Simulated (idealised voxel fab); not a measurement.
This is a process module. Its name is voxel released beams.
Square cells of 5 nm make up the cross-section cut, whose width is 290 nm.
How to read a cross-section here: the picture is a grid of square cells, written as bands going from the top down, and any band can span one or more rows of cells. Band: top and bottom heights (nm) first, top before bottom; then materials from left to right, widths in nm. "all across" marks a sole material filling the band edge to edge. "air" denotes empty space. It should be noted that heights are counted from 0, beneath which the wafer as supplied is of one material throughout, and that the lowest band possesses no lower boundary but continues downward, as written in "0 down". Note: "30 to 40" means the width goes from the first number (top row of the band) to the second number (bottom row) in equal steps per row of cells. A step reported as "identical to before" is a step in which no cell of the cross-section changed. Closed-off voids of 8+ cells (no open route to the top) go in "Closed cavities", written width x height at distance from the left edge, in nm. On a step's line, text after the settings is the simulator commenting on that step. "overlay nm", when on a step's line for a step with a mask, measures how far to the right of its planned place the mask lay; a negative measure means to the left.
### The planned process steps are enumerated hereunder
1. RECEIVE | material Si
2. CONFORMAL_DEP | material SiN | thk nm 10
3. DIRECTIONAL_DEP | material SiO2 | thk nm 20
4. MASKED_ETCH | tone open | mask id ANCHOR | width nm 35 | etch materials SiO2 | depth nm 20 | overlay nm 0
5. CONFORMAL_DEP | material polySi | thk nm 10
6. MASKED_ETCH | tone cover | mask id BEAM | width nm 90 | etch materials polySi | depth nm 10 | overlay nm 0
7. STRIP | etch materials SiO2
### Cross-section, incoming material, after step 1
	0 down: Si all across
	Closed cavities: none
### Wafer at module end, in section. Began as above, planned as above, run with one mistake
	30 to 10: air (100)  polySi (10)  air (15)  polySi (10)  air (155)
	10 to 0: SiN all across
	0 down: Si all across
	Closed cavities: none
The mistake made against the process plan was this: step 6 did not use the planned setting and instead ran as MASKED_ETCH | tone open | mask id BEAM | width nm 90 | etch materials polySi | depth nm 10 | overlay nm 0
